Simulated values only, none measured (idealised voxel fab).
process module | voxel ribs on slabs
cross-section cut | 260 nm wide | cells 5 nm
A cross-section is a grid of square cells, given in bands from the top down. A band is one or more rows of cells.
Each band's line starts with the height of the band's top and of its bottom, in nm. Then come its materials from left to right, each with its width in nm. One material with "throughout" fills the band from edge to edge. "air" is empty space.
Height 0 is the level under which the wafer as received is all one material. The lowest band goes on downwards, as in "0 down".
A width such as "30 to 40" changes by the same amount from each row of cells to the next, from the band's top row to its bottom row.
"no change" after a step means that no cell of the cross-section changed.
closed voids: empty space of 8 cells or more with no open way to the top, each as width x height at its distance from the left edge, in nm
after a step's settings: what the simulator itself notes on the step
overlay nm, on a step with a mask: how far to the right of its planned place the mask lay; to the left if negative
plan
1 op RECEIVE | material Si
2 op DIRECTIONAL_DEP | material SiO2 | thk nm 20
3 op DIRECTIONAL_DEP | material polySi | thk nm 15
4 op DIRECTIONAL_DEP | material aC | thk nm 15
5 op PATTERN | tone cover | mask id RIB | material resist | width nm 20 | thk nm 30 | overlay nm 0
6 op DIRECTIONAL_ETCH | etch materials aC | depth nm 15
7 op STRIP | etch materials resist
8 op DIRECTIONAL_ETCH | etch materials polySi | depth nm 5
9 op STRIP | etch materials aC
10 op DIRECTIONAL_DEP | material aC | thk nm 15
11 op PATTERN | tone cover | mask id SLAB | material resist | width nm 60 | thk nm 30 | overlay nm 0
12 op DIRECTIONAL_ETCH | etch materials aC | depth nm 15
13 op STRIP | etch materials resist
14 op DIRECTIONAL_ETCH | etch materials polySi | depth nm 10
15 op STRIP | etch materials aC
16 op FILL_DEP | material SiO2 | thk nm 25
17 op CMP | height nm 55
18 op DIRECTIONAL_DEP | material W | thk nm 10
19 op MASKED_ETCH | tone cover | mask id HEATER | width nm 30 | etch materials W | depth nm 10 | overlay nm 0
20 op CONFORMAL_DEP | material SiO2 | thk nm 5
first wafer, as planned
as received, after step 1
  0 down: Si throughout
  closed voids: none
after step 2
  20 to 0: SiO2 throughout
  below 0: unchanged
after step 3
  35 to 20: polySi throughout
  below 20: unchanged
after step 4
  50 to 35: aC throughout
  below 35: unchanged
after step 5
  80 to 50: air 120 | resist 20 | air 120
  below 50: unchanged
after step 6
  65 to 50: air 120 | resist 20 | air 120
  50 to 35: air 120 | aC 20 | air 120
  below 35: unchanged
after step 7
  50 to 35: air 120 | aC 20 | air 120
  below 35: unchanged
after step 8
  50 to 35: air 120 | aC 20 | air 120
  35 to 30: air 120 | polySi 20 | air 120
  below 30: unchanged
after step 9
  35 to 30: air 120 | polySi 20 | air 120
  below 30: unchanged
after step 10
  50 to 45: air 120 | aC 20 | air 120
  45 to 35: aC throughout
  35 to 30: aC 120 | polySi 20 | aC 120
  below 30: unchanged
after step 11
  80 to 50: air 100 | resist 60 | air 100
  50 to 45: air 100 | resist 20 | aC 20 | resist 20 | air 100
  below 45: unchanged
after step 12
  65 to 50: air 100 | resist 60 | air 100
  50 to 45: air 100 | resist 20 | aC 20 | resist 20 | air 100
  45 to 35: air 100 | aC 60 | air 100
  35 to 30: air 100 | aC 20 | polySi 20 | aC 20 | air 100
  below 30: unchanged
after step 13
  50 to 45: air 120 | aC 20 | air 120
  below 45: unchanged
after step 14
  50 to 45: air 120 | aC 20 | air 120
  45 to 35: air 100 | aC 60 | air 100
  35 to 30: air 100 | aC 20 | polySi 20 | aC 20 | air 100
  30 to 20: air 100 | polySi 60 | air 100
  below 20: unchanged
after step 15
  35 to 30: air 120 | polySi 20 | air 120
  below 30: unchanged
after step 16
  60 to 35: SiO2 throughout
  35 to 30: SiO2 120 | polySi 20 | SiO2 120
  30 to 20: SiO2 100 | polySi 60 | SiO2 100
  below 20: unchanged
after step 17
  55 to 35: SiO2 throughout
  below 35: unchanged
after step 18
  65 to 55: W throughout
  below 55: unchanged
after step 19
  65 to 55: air 115 | W 30 | air 115
  below 55: unchanged
after step 20
  70 to 65: air 110 | SiO2 40 | air 110
  65 to 60: air 110 | SiO2 5 | W 30 | SiO2 5 | air 110
  60 to 55: SiO2 115 | W 30 | SiO2 115
  below 55: unchanged
second wafer: like start, like plan, one mistake. Through step 2 it matches the first wafer
when step 3 should have ended
  50 to 20: polySi throughout
  below 20: unchanged
when step 4 should have ended
  65 to 50: aC throughout
  below 50: unchanged
when step 5 should have ended
  95 to 65: air 120 | resist 20 | air 120
  below 65: unchanged
when step 6 should have ended
  80 to 65: air 120 | resist 20 | air 120
  65 to 50: air 120 | aC 20 | air 120
  below 50: unchanged
when step 7 should have ended
  65 to 50: air 120 | aC 20 | air 120
  below 50: unchanged
when step 8 should have ended
  65 to 50: air 120 | aC 20 | air 120
  50 to 45: air 120 | polySi 20 | air 120
  below 45: unchanged
when step 9 should have ended
  50 to 45: air 120 | polySi 20 | air 120
  below 45: unchanged
when step 10 should have ended
  65 to 60: air 120 | aC 20 | air 120
  60 to 50: aC throughout
  50 to 45: aC 120 | polySi 20 | aC 120
  below 45: unchanged
when step 11 should have ended
  95 to 65: air 100 | resist 60 | air 100
  65 to 60: air 100 | resist 20 | aC 20 | resist 20 | air 100
  below 60: unchanged
when step 12 should have ended
  80 to 65: air 100 | resist 60 | air 100
  65 to 60: air 100 | resist 20 | aC 20 | resist 20 | air 100
  60 to 50: air 100 | aC 60 | air 100
  50 to 45: air 100 | aC 20 | polySi 20 | aC 20 | air 100
  below 45: unchanged
when step 13 should have ended
  65 to 60: air 120 | aC 20 | air 120
  below 60: unchanged
when step 14 should have ended
  65 to 60: air 120 | aC 20 | air 120
  60 to 50: air 100 | aC 60 | air 100
  50 to 45: air 100 | aC 20 | polySi 20 | aC 20 | air 100
  45 to 35: air 100 | polySi 60 | air 100
  below 35: unchanged
when step 15 should have ended
  50 to 45: air 120 | polySi 20 | air 120
  below 45: unchanged
when step 16 should have ended
  75 to 50: SiO2 throughout
  50 to 45: SiO2 120 | polySi 20 | SiO2 120
  45 to 35: SiO2 100 | polySi 60 | SiO2 100
  below 35: unchanged
when step 17 should have ended
  55 to 50: SiO2 throughout
  below 50: unchanged
when step 18 should have ended
  65 to 55: W throughout
  below 55: unchanged
when step 19 should have ended
  65 to 55: air 115 | W 30 | air 115
  below 55: unchanged
when step 20 should have ended
  70 to 65: air 110 | SiO2 40 | air 110
  65 to 60: air 110 | SiO2 5 | W 30 | SiO2 5 | air 110
  60 to 55: SiO2 115 | W 30 | SiO2 115
  below 55: unchanged
what went wrong: step 3 was run twice
at the end the second wafer has, in cells: 156 fewer of SiO2 | 156 more of polySi
